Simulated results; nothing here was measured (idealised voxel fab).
process module | voxel air gaps
cross-section cut | 240 nm wide | cells 5 nm
A cross-section is a grid of square cells, given in bands from the top down. A band is one or more rows of cells.
Each band's line starts with the height of the band's top and of its bottom, in nm. Then come its materials from left to right, each with its width in nm. One material with "throughout" fills the band from edge to edge. "air" is empty space.
Height 0 is the level under which the wafer as received is all one material. The lowest band goes on downwards, as in "0 down".
A width such as "30 to 40" changes by the same amount from each row of cells to the next, from the band's top row to its bottom row.
"no change" after a step means that no cell of the cross-section changed.
closed voids: empty space of 8 cells or more with no open way to the top, each as width x height at its distance from the left edge, in nm
after a step's settings: what the simulator itself notes on the step
overlay nm, on a step with a mask: how far to the right of its planned place the mask lay; to the left if negative
plan
1 op RECEIVE | material Si
2 op CONFORMAL_DEP | material SiO2 | thk nm 15
3 op CONFORMAL_DEP | material SiCN | thk nm 5
4 op DIRECTIONAL_DEP | material SiO2 | thk nm 30
5 op PATTERN | tone open | mask id LINES | material resist | width nm 20 | pitch nm 45 | thk nm 20 | overlay nm 0
6 op DIRECTIONAL_ETCH | etch materials SiO2 | depth nm 30
7 op STRIP | etch materials resist
8 op CONFORMAL_DEP | material TiN | thk nm 5
9 op FILL_DEP | material W | thk nm 10
10 op CMP | height nm 40
11 op EPI | material Ru | thk nm 10
12 op SELECTIVE_ETCH | etch materials SiO2 | depth nm 40
13 op CONFORMAL_DEP | material SiCN | thk nm 5
varied across the wafers: height nm of step 10. The plan shows the first wafer's value. All wafers start alike
first wafer as received, after step 1
  0 down: Si throughout
  closed voids: none
first wafer at the end, after step 13
  55 to 50: air 25 | SiCN 185 | air 30
  50 to 40: air 25 | SiCN 5 | Ru 40 | SiCN 5 | Ru 40 | SiCN 5 | Ru 40 | SiCN 5 | Ru 40 | SiCN 5 | air 30
  40 to 35: air 25 | SiCN 15 | TiN 5 | W 10 | TiN 5 | SiCN 25 | TiN 5 | W 10 | TiN 5 | SiCN 25 | TiN 5 | W 10 | TiN 5 | SiCN 25 | TiN 5 | W 10 | TiN 5 | SiCN 15 | air 30
  35 to 25: air 35 | SiCN 5 | TiN 5 | W 10 | TiN 5 | SiCN 5 | air 15 | SiCN 5 | TiN 5 | W 10 | TiN 5 | SiCN 5 | air 15 | SiCN 5 | TiN 5 | W 10 | TiN 5 | SiCN 5 | air 15 | SiCN 5 | TiN 5 | W 10 | TiN 5 | SiCN 5 | air 40
  25 to 20: SiCN 40 | TiN 20 | SiCN 25 | TiN 20 | SiCN 25 | TiN 20 | SiCN 25 | TiN 20 | SiCN 45
  20 to 15: SiCN throughout
  15 to 0: SiO2 throughout
  0 down: Si throughout
  closed voids: none
last wafer at the end
  80 to 75: SiCN throughout
  75 to 65: Ru throughout
  65 to 55: W throughout
  55 to 50: TiN 45 | W 10 | TiN 35 | W 10 | TiN 35 | W 10 | TiN 35 | W 10 | TiN 50
  50 to 25: SiO2 40 | TiN 5 | W 10 | TiN 5 | SiO2 25 | TiN 5 | W 10 | TiN 5 | SiO2 25 | TiN 5 | W 10 | TiN 5 | SiO2 25 | TiN 5 | W 10 | TiN 5 | SiO2 45
  25 to 20: SiO2 40 | TiN 20 | SiO2 25 | TiN 20 | SiO2 25 | TiN 20 | SiO2 25 | TiN 20 | SiO2 45
  20 to 15: SiCN throughout
  15 to 0: SiO2 throughout
  0 down: Si throughout
  closed voids: none
each wafer at the end: cells of each material gained (+) or lost (-) since it was received, then its closed voids
height nm 40 | +64 Ru | +164 SiCN | +144 SiO2 | +40 TiN | +24 W | closed voids: none
height nm 45 | +64 Ru | +172 SiCN | +144 SiO2 | +48 TiN | +32 W | closed voids: 15 x 15 at 65; 15 x 15 at 110; 15 x 15 at 155
height nm 50 | +64 Ru | +180 SiCN | +144 SiO2 | +56 TiN | +40 W | closed voids: 15 x 20 at 65; 15 x 20 at 110; 15 x 20 at 155
height nm 55 | +96 Ru | +96 SiCN | +336 SiO2 | +96 TiN | +48 W | closed voids: none
height nm 60 | +96 Ru | +96 SiCN | +336 SiO2 | +96 TiN | +96 W | closed voids: none
height nm 65 | +96 Ru | +96 SiCN | +336 SiO2 | +96 TiN | +144 W | closed voids: none
